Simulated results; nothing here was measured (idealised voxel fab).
process module | voxel tone inversion
cross-section cut | 140 nm wide | cells 5 nm
A cross-section is a grid of square cells, given in bands from the top down. A band is one or more rows of cells.
Each band's line starts with the height of the band's top and of its bottom, in nm. Then come its materials from left to right, each with its width in nm. One material with "throughout" fills the band from edge to edge. "air" is empty space.
Height 0 is the level under which the wafer as received is all one material. The lowest band goes on downwards, as in "0 down".
A width such as "30 to 40" changes by the same amount from each row of cells to the next, from the band's top row to its bottom row.
"no change" after a step means that no cell of the cross-section changed.
closed voids: empty space of 8 cells or more with no open way to the top, each as width x height at its distance from the left edge, in nm
after a step's settings: what the simulator itself notes on the step
overlay nm, on a step with a mask: how far to the right of its planned place the mask lay; to the left if negative
plan
1 op RECEIVE | material Si
2 op CONFORMAL_DEP | material SiCN | thk nm 5
3 op DIRECTIONAL_DEP | material aC | thk nm 20
4 op PATTERN | tone cover | mask id POSTS | material resist | width nm 25 | pitch nm 40 | thk nm 25 | overlay nm 0
5 op DIRECTIONAL_ETCH | etch materials aC | depth nm 20
6 op STRIP | etch materials resist
7 op FILL_DEP | material lowk | thk nm 10
8 op CMP | height nm 25
9 op STRIP | etch materials aC
first wafer, as planned
as received, after step 1
  0 down: Si throughout
  closed voids: none
after step 2
  5 to 0: SiCN throughout
  below 0: unchanged
after step 3
  25 to 5: aC throughout
  below 5: unchanged
after step 4
  50 to 25: air 15 | resist 25 | air 15 | resist 25 | air 15 | resist 25 | air 20
  below 25: unchanged
after step 5
  30 to 25: air 15 | resist 25 | air 15 | resist 25 | air 15 | resist 25 | air 20
  25 to 5: air 15 | aC 25 | air 15 | aC 25 | air 15 | aC 25 | air 20
  below 5: unchanged
after step 6
  25 to 5: air 15 | aC 25 | air 15 | aC 25 | air 15 | aC 25 | air 20
  below 5: unchanged
after step 7
  35 to 25: lowk throughout
  25 to 5: lowk 15 | aC 25 | lowk 15 | aC 25 | lowk 15 | aC 25 | lowk 20
  below 5: unchanged
after step 8
  25 to 5: lowk 15 | aC 25 | lowk 15 | aC 25 | lowk 15 | aC 25 | lowk 20
  below 5: unchanged
after step 9
  25 to 5: lowk 15 | air 25 | lowk 15 | air 25 | lowk 15 | air 25 | lowk 20
  below 5: unchanged
second wafer: like start, like plan, one mistake. Through step 1 it matches the first wafer
when step 2 should have ended: no change
when step 3 should have ended
  20 to 0: aC throughout
  below 0: unchanged
when step 4 should have ended
  45 to 20: air 15 | resist 25 | air 15 | resist 25 | air 15 | resist 25 | air 20
  below 20: unchanged
when step 5 should have ended
  25 to 20: air 15 | resist 25 | air 15 | resist 25 | air 15 | resist 25 | air 20
  20 to 0: air 15 | aC 25 | air 15 | aC 25 | air 15 | aC 25 | air 20
  below 0: unchanged
when step 6 should have ended
  20 to 0: air 15 | aC 25 | air 15 | aC 25 | air 15 | aC 25 | air 20
  below 0: unchanged
when step 7 should have ended
  30 to 20: lowk throughout
  20 to 0: lowk 15 | aC 25 | lowk 15 | aC 25 | lowk 15 | aC 25 | lowk 20
  below 0: unchanged
when step 8 should have ended
  25 to 20: lowk throughout
  below 20: unchanged
when step 9 should have ended: no change
what went wrong: step 2 was left out
at the end the second wafer has, in cells: 28 fewer of SiCN | 60 more of aC | 28 more of lowk
